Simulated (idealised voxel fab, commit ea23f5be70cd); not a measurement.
Name of the process module below: voxel trench capacitor
The width of the displayed cross-section, cut, is 255 nm; its cells are square, with a size of 5 nm.
Cross-section, as written here: a square-cell grid given band by band from the top down, where a band holds one or more rows of cells.
Per band: top height and bottom height in nm, followed by the left-to-right materials and their widths in nm; "all across" marks a single material spanning edge to edge, "air" marks empty space.
Note: height 0 marks the level under which the wafer is uniformly one material as received. Lowest band unbounded below, written "0 -> down".
When a width is written as two numbers, as in "30 to 40", the first number is the width in the top row of cells of the band and the second is the width in its bottom row, and the width changes by the same amount from each row to the next.
"no alterations made", as given for a step, is the statement that not any cell of the cross-section underwent a change during that step.
Basically, "Sealed internal voids" tells you about the enclosed voids: empty spaces with no open way to the top, 8 cells or bigger, each written width x height at distance, where distance is from the left edge, all in nm.
Post-settings text on a step line: simulator's own remark regarding the step.
What "overlay nm" on a step's line means: if the step has a mask, that mask lay this far to the right of its planned place, or, when the value is negative, to the left.
Reading guide: pairs of cross-sections, before and after one process step; after view cut off at lowest changed band; step and settings listed under each pair. Pairs may stem from different runs of this module on the same starting wafer; continuity with the pair above only where the "Pre-process state" entry states it.
### Pre-process state
  25 -> 20 | W all across
  20 -> 15 | TiN all across
  15 -> 10 | 55 nm Al2O3; 10 nm TiN; 35 nm Al2O3; 10 nm TiN; 35 nm Al2O3; 10 nm TiN; 35 nm Al2O3; 10 nm TiN; 55 nm Al2O3
  10 -> 0 | 50 nm SiN; 5 nm Al2O3; 10 nm TiN; 5 nm Al2O3; 25 nm SiN; 5 nm Al2O3; 10 nm TiN; 5 nm Al2O3; 25 nm SiN; 5 nm Al2O3; 10 nm TiN; 5 nm Al2O3; 25 nm SiN; 5 nm Al2O3; 10 nm TiN; 5 nm Al2O3; 50 nm SiN
  0 -> -20 | 50 nm Si; 5 nm Al2O3; 10 nm TiN; 5 nm Al2O3; 25 nm Si; 5 nm Al2O3; 10 nm TiN; 5 nm Al2O3; 25 nm Si; 5 nm Al2O3; 10 nm TiN; 5 nm Al2O3; 25 nm Si; 5 nm Al2O3; 10 nm TiN; 5 nm Al2O3; 50 nm Si
  -20 -> -25 | 50 nm Si; 20 nm Al2O3; 25 nm Si; 20 nm Al2O3; 25 nm Si; 20 nm Al2O3; 25 nm Si; 20 nm Al2O3; 50 nm Si
  -25 -> down | Si all across
  Sealed internal voids: none
### Structure After Step
  10 -> 0 | 50 nm SiN; 5 nm Al2O3; 10 nm TiN; 5 nm Al2O3; 25 nm SiN; 5 nm Al2O3; 10 nm TiN; 5 nm Al2O3; 25 nm SiN; 5 nm Al2O3; 10 nm TiN; 5 nm Al2O3; 25 nm SiN; 5 nm Al2O3; 10 nm TiN; 5 nm Al2O3; 50 nm SiN
  Note: structure below 0 unchanged.
  Sealed internal voids: none
Q: step between the cross-sections above? A: op CMP | height nm 10
### Pre-process state
  10 -> 0 | 45 nm SiN; 25 nm air; 20 nm SiN; 25 nm air; 20 nm SiN; 25 nm air; 20 nm SiN; 25 nm air; 50 nm SiN
  0 -> down | Si all across
  Sealed internal voids: none
### Structure After Step
  10 -> 0 | 45 nm SiN; 25 nm air; 20 nm SiN; 25 nm air; 20 nm SiN; 25 nm air; 20 nm SiN; 25 nm air; 50 nm SiN
  0 -> -25 | 45 nm Si; 15 nm air; 30 nm Si; 15 nm air; 30 nm Si; 15 nm air; 30 nm Si; 15 nm air; 60 nm Si
  Note: structure below -25 unchanged.
  Sealed internal voids: none
Q: step between the cross-sections above? A: op MASKED_ETCH | tone open | mask id TRENCH | width nm 25 | pitch nm 45 | etch materials Si | depth nm 25 | overlay nm -10
Pre-process state: nothing new to draw here, it's the after view of the pair just above.
### Structure After Step
  15 -> 10 | 50 nm Al2O3; 15 nm air; 30 nm Al2O3; 15 nm air; 30 nm Al2O3; 15 nm air; 30 nm Al2O3; 15 nm air; 55 nm Al2O3
  10 -> 0 | 45 nm SiN; 5 nm Al2O3; 15 to 5 nm air; 5 to 15 nm Al2O3; 20 nm SiN; 5 nm Al2O3; 15 to 5 nm air; 5 to 15 nm Al2O3; 20 nm SiN; 5 nm Al2O3; 15 to 5 nm air; 5 to 15 nm Al2O3; 20 nm SiN; 5 nm Al2O3; 15 to 5 nm air; 5 to 15 nm Al2O3; 50 nm SiN
  0 -> -20 | 45 nm Si; 5 nm Al2O3; 5 nm air; 5 nm Al2O3; 30 nm Si; 5 nm Al2O3; 5 nm air; 5 nm Al2O3; 30 nm Si; 5 nm Al2O3; 5 nm air; 5 nm Al2O3; 30 nm Si; 5 nm Al2O3; 5 nm air; 5 nm Al2O3; 60 nm Si
  -20 -> -25 | 45 nm Si; 15 nm Al2O3; 30 nm Si; 15 nm Al2O3; 30 nm Si; 15 nm Al2O3; 30 nm Si; 15 nm Al2O3; 60 nm Si
  Note: structure below -25 unchanged.
  Sealed internal voids: none
Q: step between the cross-sections above? A: op CONFORMAL_DEP | material Al2O3 | thk nm 5
Pre-process state: nothing new to draw here, it's the after view of the pair just above.
### Structure After Step
  20 -> 15 | 55 nm TiN; 5 nm air; 40 nm TiN; 5 nm air; 40 nm TiN; 5 nm air; 40 nm TiN; 5 nm air; 60 nm TiN
  15 -> 10 | 50 nm Al2O3; 5 nm TiN; 5 nm air; 5 nm TiN; 30 nm Al2O3; 5 nm TiN; 5 nm air; 5 nm TiN; 30 nm Al2O3; 5 nm TiN; 5 nm air; 5 nm TiN; 30 nm Al2O3; 5 nm TiN; 5 nm air; 5 nm TiN; 55 nm Al2O3
  10 -> 0 | 45 nm SiN; 5 nm Al2O3; 15 to 5 nm TiN; 5 to 15 nm Al2O3; 20 nm SiN; 5 nm Al2O3; 15 to 5 nm TiN; 5 to 15 nm Al2O3; 20 nm SiN; 5 nm Al2O3; 15 to 5 nm TiN; 5 to 15 nm Al2O3; 20 nm SiN; 5 nm Al2O3; 15 to 5 nm TiN; 5 to 15 nm Al2O3; 50 nm SiN
  0 -> -20 | 45 nm Si; 5 nm Al2O3; 5 nm TiN; 5 nm Al2O3; 30 nm Si; 5 nm Al2O3; 5 nm TiN; 5 nm Al2O3; 30 nm Si; 5 nm Al2O3; 5 nm TiN; 5 nm Al2O3; 30 nm Si; 5 nm Al2O3; 5 nm TiN; 5 nm Al2O3; 60 nm Si
  Note: structure below -20 unchanged.
  Sealed internal voids: none
Q: step between the cross-sections above? A: op CONFORMAL_DEP | material TiN | thk nm 5
Pre-process state: nothing new to draw here, it's the after view of the pair just above.
### Structure After Step
  25 -> 20 | W all across
  20 -> 15 | 55 nm TiN; 5 nm W; 40 nm TiN; 5 nm W; 40 nm TiN; 5 nm W; 40 nm TiN; 5 nm W; 60 nm TiN
  15 -> 10 | 50 nm Al2O3; 5 nm TiN; 5 nm W; 5 nm TiN; 30 nm Al2O3; 5 nm TiN; 5 nm W; 5 nm TiN; 30 nm Al2O3; 5 nm TiN; 5 nm W; 5 nm TiN; 30 nm Al2O3; 5 nm TiN; 5 nm W; 5 nm TiN; 55 nm Al2O3
  Note: structure below 10 unchanged.
  Sealed internal voids: none
Q: step between the cross-sections above? A: op FILL_DEP | material W | thk nm 5
Pre-process state: nothing new to draw here, it's the after view of the pair just above.
### Structure After Step
  10 -> 0 | 45 nm SiN; 5 nm Al2O3; 15 to 5 nm TiN; 5 to 15 nm Al2O3; 20 nm SiN; 5 nm Al2O3; 15 to 5 nm TiN; 5 to 15 nm Al2O3; 20 nm SiN; 5 nm Al2O3; 15 to 5 nm TiN; 5 to 15 nm Al2O3; 20 nm SiN; 5 nm Al2O3; 15 to 5 nm TiN; 5 to 15 nm Al2O3; 50 nm SiN
  Note: structure below 0 unchanged.
  Sealed internal voids: none
Q: step between the cross-sections above? A: op CMP | height nm 10
### Pre-process state
  0 -> down | Si all across
  Sealed internal voids: none
### Structure After Step
  10 -> 0 | Al2O3 all across
  Note: structure below 0 unchanged.
  Sealed internal voids: none
Q: step between the cross-sections above? A: op CONFORMAL_DEP | material Al2O3 | thk nm 10
Pre-process state: nothing new to draw here, it's the after view of the pair just above.
### Structure After Step
  15 -> 0 | Al2O3 all across
  Note: structure below 0 unchanged.
  Sealed internal voids: none
Q: step between the cross-sections above? A: op CONFORMAL_DEP | material Al2O3 | thk nm 5
Pre-process state: nothing new to draw here, it's the after view of the pair just above.
### Structure After Step
  20 -> 15 | TiN all across
  Note: structure below 15 unchanged.
  Sealed internal voids: none
Q: step between the cross-sections above? A: op CONFORMAL_DEP | material TiN | thk nm 5
Pre-process state: nothing new to draw here, it's the after view of the pair just above.
### Structure After Step
  25 -> 20 | W all across
  Note: structure below 20 unchanged.
  Sealed internal voids: none
Q: step between the cross-sections above? A: op FILL_DEP | material W | thk nm 5
Pre-process state: nothing new to draw here, it's the after view of the pair just above.
### Structure After Step
  10 -> 0 | Al2O3 all across
  Note: structure below 0 unchanged.
  Sealed internal voids: none
Q: step between the cross-sections above? A: op CMP | height nm 10
### Pre-process state
  10 -> 0 | SiN all across
  0 -> down | Si all across
  Sealed internal voids: none
### Structure After Step
  10 -> 0 | 45 nm air; 25 nm SiN; 20 nm air; 25 nm SiN; 20 nm air; 25 nm SiN; 20 nm air; 25 nm SiN; 50 nm air
  Note: structure below 0 unchanged.
  Sealed internal voids: none
Q: step between the cross-sections above? A: op MASKED_ETCH | tone cover | mask id TRENCH | width nm 25 | pitch nm 45 | etch materials SiN | depth nm 10 | overlay nm 0
Pre-process state: nothing new to draw here, it's the after view of the pair just above.
### Structure After Step
  15 -> 10 | 40 nm air; 35 nm Al2O3; 10 nm air; 35 nm Al2O3; 10 nm air; 35 nm Al2O3; 10 nm air; 35 nm Al2O3; 45 nm air
  10 -> 5 | 40 nm air; 5 nm Al2O3; 25 nm SiN; 5 nm Al2O3; 10 nm air; 5 nm Al2O3; 25 nm SiN; 5 nm Al2O3; 10 nm air; 5 nm Al2O3; 25 nm SiN; 5 nm Al2O3; 10 nm air; 5 nm Al2O3; 25 nm SiN; 5 nm Al2O3; 45 nm air
  5 -> 0 | 45 nm Al2O3; 25 nm SiN; 20 nm Al2O3; 25 nm SiN; 20 nm Al2O3; 25 nm SiN; 20 nm Al2O3; 25 nm SiN; 50 nm Al2O3
  Note: structure below 0 unchanged.
  Sealed internal voids: none
Q: step between the cross-sections above? A: op CONFORMAL_DEP | material Al2O3 | thk nm 5
Pre-process state: nothing new to draw here, it's the after view of the pair just above.
### Structure After Step
  20 -> 15 | 35 nm air; 180 nm TiN; 40 nm air
  15 -> 10 | 35 nm air; 5 nm TiN; 35 nm Al2O3; 10 nm TiN; 35 nm Al2O3; 10 nm TiN; 35 nm Al2O3; 10 nm TiN; 35 nm Al2O3; 5 nm TiN; 40 nm air
  10 -> 5 | 40 nm TiN; 5 nm Al2O3; 25 nm SiN; 5 nm Al2O3; 10 nm TiN; 5 nm Al2O3; 25 nm SiN; 5 nm Al2O3; 10 nm TiN; 5 nm Al2O3; 25 nm SiN; 5 nm Al2O3; 10 nm TiN; 5 nm Al2O3; 25 nm SiN; 5 nm Al2O3; 45 nm TiN
  Note: structure below 5 unchanged.
  Sealed internal voids: none
Q: step between the cross-sections above? A: op CONFORMAL_DEP | material TiN | thk nm 5
Pre-process state: nothing new to draw here, it's the after view of the pair just above.
### Structure After Step
  25 -> 20 | W all across
  20 -> 15 | 35 nm W; 180 nm TiN; 40 nm W
  15 -> 10 | 35 nm W; 5 nm TiN; 35 nm Al2O3; 10 nm TiN; 35 nm Al2O3; 10 nm TiN; 35 nm Al2O3; 10 nm TiN; 35 nm Al2O3; 5 nm TiN; 40 nm W
  Note: structure below 10 unchanged.
  Sealed internal voids: none
Q: step between the cross-sections above? A: op FILL_DEP | material W | thk nm 5
Pre-process state: nothing new to draw here, it's the after view of the pair just above.
### Structure After Step
  10 -> 5 | 40 nm TiN; 5 nm Al2O3; 25 nm SiN; 5 nm Al2O3; 10 nm TiN; 5 nm Al2O3; 25 nm SiN; 5 nm Al2O3; 10 nm TiN; 5 nm Al2O3; 25 nm SiN; 5 nm Al2O3; 10 nm TiN; 5 nm Al2O3; 25 nm SiN; 5 nm Al2O3; 45 nm TiN
  Note: structure below 5 unchanged.
  Sealed internal voids: none
Q: step between the cross-sections above? A: op CMP | height nm 10
